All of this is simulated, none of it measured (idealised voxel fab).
Presented below is a process module, voxel ribs on slabs.
Displayed cross-section: cut, width of 255 nm, square cells sized 5 nm.
A cross-section is a grid of square cells, given in bands from the top down. A band is one or more rows of cells. Within each band entry, the heights of the top and of the bottom of the band appear first, in that order and in nm; the materials of the band then follow from left to right, each with its corresponding width in nm. The designation "throughout" on a single material indicates that it fills the band from edge to edge; the designation "empty" indicates empty space. Basically, 0 is our baseline, since under it the wafer straight out of the box is all one material. The bottom band has no lower end and keeps on going down, so it looks like "top 0, no bottom". A width such as "30..40" changes by the same amount from each row of cells to the next, from the band's top row to its bottom row. "changes: none" for a step: no cell of the cross-section changed in that step. Entry "Fully closed voids" = empty spaces >= 8 cells with no open way to the top; each as width x height at distance, distance from left edge, all nm. Step line, after settings: the simulator's comment on this step. overlay nm: right-of-plan distance of the mask on a masked step; negative values mean left-of-plan.

# These are the steps we planned for the process
- 1: RECEIVE [material Si]
- 2: DIRECTIONAL_DEP [material SiO2] [thk nm 30]
- 3: DIRECTIONAL_DEP [material polySi] [thk nm 25]
- 4: MASKED_ETCH [tone cover] [mask id RIB] [width nm 25] [etch materials polySi] [depth nm 15] [overlay nm 0]
- 5: MASKED_ETCH [tone cover] [mask id SLAB] [width nm 75] [etch materials polySi] [depth nm 10] [overlay nm 0]
- 6: FILL_DEP [material SiO2] [thk nm 15]
- 7: CMP [height nm 65]
- 8: DIRECTIONAL_DEP [material TiN] [thk nm 10]
- 9: PATTERN [tone cover] [mask id HEATER] [material resist] [width nm 35] [thk nm 15] [overlay nm 0]
- 10: DIRECTIONAL_ETCH [etch materials TiN] [depth nm 10]
- 11: STRIP [etch materials resist]
- 12: CONFORMAL_DEP [material SiO2] [thk nm 5]

# Cross-section of the wafer upon arrival, representing the state reached after step 1
> top 0, no bottom | Si throughout
> Fully closed voids: none

# Cross-sectional result after module completion. Note: starting condition and plan are unchanged from above; one processing mistake was made
> top 80, bottom 70 | empty (105) / TiN (45) / empty (105)
> top 70, bottom 65 | TiN throughout
> top 65, bottom 55 | SiO2 throughout
> top 55, bottom 40 | SiO2 (115) / polySi (25) / SiO2 (115)
> top 40, bottom 30 | SiO2 (90) / polySi (75) / SiO2 (90)
> top 30, bottom 0 | SiO2 throughout
> top 0, no bottom | Si throughout
> Fully closed voids: none
Processing error: so step 12 ended up running with a different setting than we planned, it ran as CONFORMAL_DEP [material TiN] [thk nm 5]
